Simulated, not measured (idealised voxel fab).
process module | voxel ribs on slabs
cross-section cut | 300 nm wide | cells 5 nm
A cross-section is a grid of square cells, given in bands from the top down. A band is one or more rows of cells.
Each band's line starts with the height of the band's top and of its bottom, in nm. Then come its materials from left to right, each with its width in nm. One material with "throughout" fills the band from edge to edge. "air" is empty space.
Height 0 is the level under which the wafer as received is all one material. The lowest band goes on downwards, as in "0 down".
A width such as "30 to 40" changes by the same amount from each row of cells to the next, from the band's top row to its bottom row.
"no change" after a step means that no cell of the cross-section changed.
closed voids: empty space of 8 cells or more with no open way to the top, each as width x height at its distance from the left edge, in nm
after a step's settings: what the simulator itself notes on the step
overlay nm, on a step with a mask: how far to the right of its planned place the mask lay; to the left if negative
plan
1 op RECEIVE | material Si
2 op DIRECTIONAL_DEP | material SiO2 | thk nm 25
3 op DIRECTIONAL_DEP | material SiN | thk nm 15
4 op PATTERN | tone cover | mask id RIB | material resist | width nm 25 | thk nm 20 | overlay nm 0
5 op DIRECTIONAL_ETCH | etch materials SiN | depth nm 5
6 op STRIP | etch materials resist
7 op PATTERN | tone cover | mask id SLAB | material resist | width nm 85 | thk nm 15 | overlay nm 0
8 op DIRECTIONAL_ETCH | etch materials SiN | depth nm 10
9 op STRIP | etch materials resist
10 op FILL_DEP | material SiO2 | thk nm 25
11 op CMP | height nm 60
12 op DIRECTIONAL_DEP | material W | thk nm 5
13 op PATTERN | tone cover | mask id HEATER | material resist | width nm 35 | thk nm 15 | overlay nm 0
14 op DIRECTIONAL_ETCH | etch materials W | depth nm 5
15 op STRIP | etch materials resist
16 op CONFORMAL_DEP | material SiO2 | thk nm 5
first wafer, as planned
as received, after step 1
  0 down: Si throughout
  closed voids: none
after step 2
  25 to 0: SiO2 throughout
  below 0: unchanged
after step 3
  40 to 25: SiN throughout
  below 25: unchanged
after step 4
  60 to 40: air 135 | resist 25 | air 140
  below 40: unchanged
after step 5
  60 to 40: air 135 | resist 25 | air 140
  40 to 35: air 135 | SiN 25 | air 140
  below 35: unchanged
after step 6
  40 to 35: air 135 | SiN 25 | air 140
  below 35: unchanged
after step 7
  55 to 40: air 105 | resist 85 | air 110
  40 to 35: air 105 | resist 30 | SiN 25 | resist 30 | air 110
  below 35: unchanged
after step 8
  55 to 40: air 105 | resist 85 | air 110
  40 to 35: air 105 | resist 30 | SiN 25 | resist 30 | air 110
  35 to 25: air 105 | SiN 85 | air 110
  below 25: unchanged
after step 9
  40 to 35: air 135 | SiN 25 | air 140
  below 35: unchanged
after step 10
  65 to 40: SiO2 throughout
  40 to 35: SiO2 135 | SiN 25 | SiO2 140
  35 to 25: SiO2 105 | SiN 85 | SiO2 110
  below 25: unchanged
after step 11
  60 to 40: SiO2 throughout
  below 40: unchanged
after step 12
  65 to 60: W throughout
  below 60: unchanged
after step 13
  80 to 65: air 130 | resist 35 | air 135
  below 65: unchanged
after step 14
  80 to 65: air 130 | resist 35 | air 135
  65 to 60: air 130 | W 35 | air 135
  below 60: unchanged
after step 15
  65 to 60: air 130 | W 35 | air 135
  below 60: unchanged
after step 16
  70 to 65: air 125 | SiO2 45 | air 130
  65 to 60: SiO2 130 | W 35 | SiO2 135
  below 60: unchanged
second wafer: like start, like plan, one mistake. Through step 1 it matches the first wafer
when step 2 should have ended
  50 to 0: SiO2 throughout
  below 0: unchanged
when step 3 should have ended
  65 to 50: SiN throughout
  below 50: unchanged
when step 4 should have ended
  85 to 65: air 135 | resist 25 | air 140
  below 65: unchanged
when step 5 should have ended
  85 to 65: air 135 | resist 25 | air 140
  65 to 60: air 135 | SiN 25 | air 140
  below 60: unchanged
when step 6 should have ended
  65 to 60: air 135 | SiN 25 | air 140
  below 60: unchanged
when step 7 should have ended
  80 to 65: air 105 | resist 85 | air 110
  65 to 60: air 105 | resist 30 | SiN 25 | resist 30 | air 110
  below 60: unchanged
when step 8 should have ended
  80 to 65: air 105 | resist 85 | air 110
  65 to 60: air 105 | resist 30 | SiN 25 | resist 30 | air 110
  60 to 50: air 105 | SiN 85 | air 110
  below 50: unchanged
when step 9 should have ended
  65 to 60: air 135 | SiN 25 | air 140
  below 60: unchanged
when step 10 should have ended
  90 to 65: SiO2 throughout
  65 to 60: SiO2 135 | SiN 25 | SiO2 140
  60 to 50: SiO2 105 | SiN 85 | SiO2 110
  below 50: unchanged
when step 11 should have ended
  60 to 50: SiO2 105 | SiN 85 | SiO2 110
  below 50: unchanged
when step 12 should have ended
  65 to 60: W throughout
  below 60: unchanged
when step 13 should have ended
  80 to 65: air 130 | resist 35 | air 135
  below 65: unchanged
when step 14 should have ended
  80 to 65: air 130 | resist 35 | air 135
  65 to 60: air 130 | W 35 | air 135
  below 60: unchanged
when step 15 should have ended
  65 to 60: air 130 | W 35 | air 135
  below 60: unchanged
when step 16 should have ended
  70 to 65: air 125 | SiO2 45 | air 130
  65 to 60: SiO2 130 | W 35 | SiO2 135
  below 60: unchanged
what went wrong: step 2 was run twice
at the end the second wafer has, in cells: 5 fewer of SiN | 5 more of SiO2
